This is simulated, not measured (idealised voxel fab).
Name of the process module below: voxel trench capacitor
FYI the section here is cut, 190 nm wide, cells are 5 nm squares.
This document writes a cross-section as a grid whose cells are square, and gives it as bands, listed from the top down; one or more rows of cells form a band.
Top height, bottom height, nm. Materials left to right, width each, nm. Single material + "full width" = fills band edge to edge. "blank" = empty.
Height reference: 0 = level under which incoming wafer is all one material. Lowest band: no bottom, runs on downward, e.g. "0 and below".
You'd read "30..40" like this: the band's top row of cells is as wide as the first number, its bottom row is as wide as the second, and going down, every row changes width by the same amount as the row before did.
It should be understood that the words "nothing got changed", when stated for a given step, signify that the cross-section underwent no change in any of its cells during that step.
"Entrapped voids" contains a list of empty spaces, each no smaller than 8 cells and without an open way to the top, written in the form width x height at distance with the distance from the left edge and all three in nm.
It should be noted that, on the line of a given step, the content following the step's settings is a remark produced by the simulator itself with respect to that step.
overlay nm: right-of-plan distance of the mask on a masked step; negative values mean left-of-plan.

The following list gives the planned process steps:
1) RECEIVE | material Si
2) CONFORMAL_DEP | material SiN | thk nm 10
3) DIRECTIONAL_DEP | material aC | thk nm 10
4) PATTERN | tone open | mask id TRENCH | material resist | width nm 30 | pitch nm 45 | thk nm 30 | overlay nm 0
5) DIRECTIONAL_ETCH | etch materials aC | depth nm 10
6) STRIP | etch materials resist
7) DIRECTIONAL_ETCH | etch materials SiN | depth nm 10
8) DIRECTIONAL_ETCH | etch materials Si | depth nm 35
9) STRIP | etch materials aC
10) CONFORMAL_DEP | material Al2O3 | thk nm 5
11) CONFORMAL_DEP | material TiN | thk nm 5
12) FILL_DEP | material W | thk nm 5
13) CMP | height nm 10

As-received state of the wafer in cross-section, equivalent to post-step 1:
> 0 and below  Si full width
> Entrapped voids: none

One mistake in running the module, otherwise start and plan as above: cross-section at the end:
> 25 down to 20  W full width
> 20 down to 15  TiN (65)  W (10)  TiN (35)  W (10)  TiN (70)
> 15 down to 10  Al2O3 (60)  TiN (5)  W (10)  TiN (5)  Al2O3 (25)  TiN (5)  W (10)  TiN (5)  Al2O3 (65)
> 10 down to 0  SiN (55)  Al2O3 (5)  TiN (5)  W (10)  TiN (5)  Al2O3 (5)  SiN (15)  Al2O3 (5)  TiN (5)  W (10)  TiN (5)  Al2O3 (5)  SiN (60)
> 0 down to -25  Si (55)  Al2O3 (5)  TiN (5)  W (10)  TiN (5)  Al2O3 (5)  Si (15)  Al2O3 (5)  TiN (5)  W (10)  TiN (5)  Al2O3 (5)  Si (60)
> -25 down to -30  Si (55)  Al2O3 (5)  TiN (20)  Al2O3 (5)  Si (15)  Al2O3 (5)  TiN (20)  Al2O3 (5)  Si (60)
> -30 down to -35  Si (55)  Al2O3 (30)  Si (15)  Al2O3 (30)  Si (60)
> -35 and below  Si full width
> Entrapped voids: none
Short version of what went wrong: plan step 13 never ran because it was skipped
